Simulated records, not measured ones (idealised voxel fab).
Process module, titled voxel lift off
Each square cell in cross-section cut measures 5 nm, and the section as a whole is 265 nm wide.
In this document a cross-section is written as a grid of square cells. It is given as a series of bands, listed from the top down, and a band is one or more rows of cells. Band: top height; bottom height; in nm. Then, left to right: material with width in nm, for each material. "edge to edge": a single material spanning edge to edge. "empty": empty space. We count height from 0. Below that, the starting wafer is all one material. The lowest band never ends at the bottom but goes on down; see "0 -> down" for how that is written. The two numbers in a width such as "30 to 40" mark its ends across the band: the first belongs to the top row of cells, the second to the bottom row, and from each row to the next the width moves by the same amount. Step note "nothing got changed" = no cross-section cell changed. Under "Tabulated closed voids" you'll find the enclosed gaps, the ones with no way out to the top, that are 8 cells or bigger; each reads width x height at distance, with distance counted from the left edge, everything in nm. Read whatever lies past the settings on a step's line as the simulator's own remark about the step. The optional step-line setting "overlay nm" applies to steps with a mask and quantifies how far to the right of its planned location the mask lay, a negative value indicating leftward placement.
Set out below are the planned steps of the process:
1) RECEIVE,material Si
2) CONFORMAL_DEP,material SiO2,thk nm 5
3) PATTERN,tone open,mask id LINES,material resist,width nm 20,pitch nm 50,thk nm 30,overlay nm 0
4) DIRECTIONAL_DEP,material Ru,thk nm 15
5) STRIP,etch materials resist
6) CONFORMAL_DEP,material SiO2,thk nm 5
Cross-section, incoming material, after step 1:
- 0 -> down | Si edge to edge
- Tabulated closed voids: none
First of two wafers at the end of the module, shown in cross-section; run carried out as planned:
- 25 -> 20 | empty: 90 | SiO2: 30 | empty: 20 | SiO2: 30 | empty: 95
- 20 -> 10 | empty: 90 | SiO2: 5 | Ru: 20 | SiO2: 5 | empty: 20 | SiO2: 5 | Ru: 20 | SiO2: 5 | empty: 95
- 10 -> 5 | SiO2: 95 | Ru: 20 | SiO2: 30 | Ru: 20 | SiO2: 100
- 5 -> 0 | SiO2 edge to edge
- 0 -> down | Si edge to edge
- Tabulated closed voids: none
Same start, same plan as the first wafer - but one mistake in the run. Cross-section of the second of the two at the end of the module:
- 25 -> 10 | empty: 90 | Ru: 30 | empty: 20 | Ru: 30 | empty: 95
- 10 -> 5 | Ru edge to edge
- 5 -> 0 | SiO2 edge to edge
- 0 -> down | Si edge to edge
- Tabulated closed voids: none
what went wrong: step 6 changed vs plan, executed as CONFORMAL_DEP,material Ru,thk nm 5
End check, counted in cells, second wafer has more or fewer of these materials than the first: Ru: 65 more; SiO2: 65 fewer
